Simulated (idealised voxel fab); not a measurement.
Name of the process module below: voxel self aligned vias
Pictured: cross-section cut, 220 nm wide, on a grid of 5 nm square cells.
Square cells in a grid make up a cross-section in this document, and the grid is given as bands, listed from the top down, each one or more rows of cells.
Top, bottom (nm), then materials left to right with widths (nm); lone material tagged "all across" fills the whole band edge to edge; "blank" = empty space.
Below 0: as-received wafer, all one material; heights counted from there. Lowest band: no bottom, goes on down, written "0 and below".
When a width is written as two numbers, as in "30 to 40", the first number is the width in the top row of cells of the band and the second is the width in its bottom row, and the width changes by the same amount from each row to the next.
Reading "identical to before" for a step: not a cell of the cross-section changed in it.
You'll see "Closed cavity list" listing empty spaces that have no way open to the top, as long as they're 8 cells or more; the notation is width x height at distance, where the distance is from the left edge, and all of it is in nm.
Where a step's line continues beyond its settings, the continuation is a remark by the simulator itself on that step.
"overlay nm" denotes, for a step that has a mask, the displacement of the mask to the right of its planned place, with negative values corresponding to the left.

HERE'S WHAT THE PLANNED PROCESS STEPS LOOK LIKE
| 1 | RECEIVE,material Si |
| 2 | CONFORMAL_DEP,material SiO2,thk nm 10 |
| 3 | CONFORMAL_DEP,material SiCN,thk nm 5 |
| 4 | DIRECTIONAL_DEP,material SiO2,thk nm 20 |
| 5 | MASKED_ETCH,tone open,mask id LINES,width nm 20,pitch nm 65,etch materials SiO2,depth nm 20,overlay nm 0 |
| 6 | CONFORMAL_DEP,material TiN,thk nm 5 |
| 7 | FILL_DEP,material Ru,thk nm 5 |
| 8 | CMP,height nm 35 |
| 9 | SELECTIVE_ETCH,etch materials W Ru TiN,depth nm 5 |
| 10 | FILL_DEP,material SiN,thk nm 5 |
| 11 | CMP,height nm 35 |
| 12 | DIRECTIONAL_DEP,material SiO2,thk nm 20 |
| 13 | DIRECTIONAL_DEP,material aC,thk nm 15 |
| 14 | PATTERN,tone open,mask id VIAS,material resist,width nm 40,pitch nm 130,thk nm 35,overlay nm 0 |
| 15 | DIRECTIONAL_ETCH,etch materials aC,depth nm 15 |
| 16 | STRIP,etch materials resist |
| 17 | DIRECTIONAL_ETCH,etch materials SiO2,depth nm 20 |
| 18 | DIRECTIONAL_ETCH,etch materials SiN,depth nm 5 |
| 19 | STRIP,etch materials aC |
| 20 | CONFORMAL_DEP,material TiN,thk nm 5 |
| 21 | FILL_DEP,material Ru,thk nm 5 |
| 22 | CMP,height nm 55 |
| 23 | CONFORMAL_DEP,material SiN,thk nm 5 |

WAFER AS RECEIVED: CROSS-SECTION FOLLOWING STEP 1
    0 and below | Si all across
    Closed cavity list: none

END STATE OF THE MODULE IN CROSS-SECTION, GIVEN THE ABOVE STARTING POINT AND PLAN AND ONE MISTAKE IN EXECUTION
    60 down to 55 | SiN all across
    55 down to 35 | SiO2: 25 / TiN: 5 / Ru: 30 / TiN: 5 / SiO2: 90 / TiN: 5 / Ru: 30 / TiN: 5 / SiO2: 25
    35 down to 30 | SiO2: 25 / TiN: 40 / SiO2: 35 / SiN: 20 / SiO2: 35 / TiN: 40 / SiO2: 25
    30 down to 20 | SiO2: 35 / TiN: 5 / Ru: 10 / TiN: 5 / SiO2: 45 / TiN: 5 / Ru: 10 / TiN: 5 / SiO2: 45 / TiN: 5 / Ru: 10 / TiN: 5 / SiO2: 35
    20 down to 15 | SiO2: 35 / TiN: 20 / SiO2: 45 / TiN: 20 / SiO2: 45 / TiN: 20 / SiO2: 35
    15 down to 10 | SiCN all across
    10 down to 0 | SiO2 all across
    0 and below | Si all across
    Closed cavity list: none
Heads up, the wafer didn't run the way we planned it: step 17 ran as: DIRECTIONAL_ETCH,etch materials SiO2,depth nm 25
